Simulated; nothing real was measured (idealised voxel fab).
A process module follows: voxel self aligned contacts.
FYI the section here is cut, 205 nm wide, cells are 5 nm squares.
Think of the cross-section as a grid of square cells. We describe it in bands, top to bottom, and each band covers one or more rows of those cells.
Top height, bottom height, nm. Materials left to right, width each, nm. Single material + "full width" = fills band edge to edge. "empty" = empty.
Heights are expressed relative to 0, this being the level below which the as-received wafer comprises one material exclusively. The lowest band is unbounded in the downward direction and is denoted as in "from 0 down".
Note: "30 to 40" means the width goes from the first number (top row of the band) to the second number (bottom row) in equal steps per row of cells.
What does "nothing was modified" mean for a step? It means no cell of the cross-section changed in that step.
Voids not open to the top, 8 cells minimum: see "Closed internal cavities". Written width x height at distance; distance is from the left edge; nm.
Past the settings on a step's line: simulator remark, on that step.
What "overlay nm" on a step's line means: if the step has a mask, that mask lay this far to the right of its planned place, or, when the value is negative, to the left.
**The process steps that were planned are listed below**
1: RECEIVE, material Si
2: OXIDIZE, depth nm 5
3: DIRECTIONAL_DEP, material polySi, thk nm 20
4: DIRECTIONAL_DEP, material SiN, thk nm 15
5: DIRECTIONAL_DEP, material aC, thk nm 10
6: PATTERN, tone cover, mask id GATE, material resist, width nm 30, pitch nm 55, thk nm 25, overlay nm 0
7: DIRECTIONAL_ETCH, etch materials aC, depth nm 10
8: STRIP, etch materials resist
9: DIRECTIONAL_ETCH, etch materials SiN, depth nm 15
10: DIRECTIONAL_ETCH, etch materials polySi, depth nm 20
11: STRIP, etch materials aC
12: CONFORMAL_DEP, material SiN, thk nm 5
13: DIRECTIONAL_ETCH, etch materials SiN, depth nm 5
14: FILL_DEP, material SiO2, thk nm 15
15: CMP, height nm 40
16: DIRECTIONAL_DEP, material aC, thk nm 10
17: PATTERN, tone open, mask id CONTACT, material resist, width nm 35, pitch nm 55, thk nm 30, overlay nm 0
18: DIRECTIONAL_ETCH, etch materials aC, depth nm 10
19: STRIP, etch materials resist
20: DIRECTIONAL_ETCH, etch materials SiO2, depth nm 45
21: STRIP, etch materials aC
22: CONFORMAL_DEP, material TiN, thk nm 5
23: FILL_DEP, material Ru, thk nm 10
24: CMP, height nm 40
25: CONFORMAL_DEP, material SiN, thk nm 5
**Cross-section of the wafer at receipt, which is the condition after step 1**
	from 0 down | Si full width
	Closed internal cavities: none
**Below is the wafer in cross-section after the module was completed. It began from the starting point shown above and followed the plan shown above, except that one mistake was made while running it**
	from 45 to 40 | SiN full width
	from 40 to 35 | 25 nm SiO2; 40 nm SiN; 15 nm TiN; 40 nm SiN; 15 nm TiN; 40 nm SiN; 30 nm SiO2
	from 35 to 20 | SiN full width
	from 20 to 0 | polySi full width
	from 0 to -5 | SiO2 full width
	from -5 down | Si full width
	Closed internal cavities: none
The plan and the run diverged here: step 4 was run twice
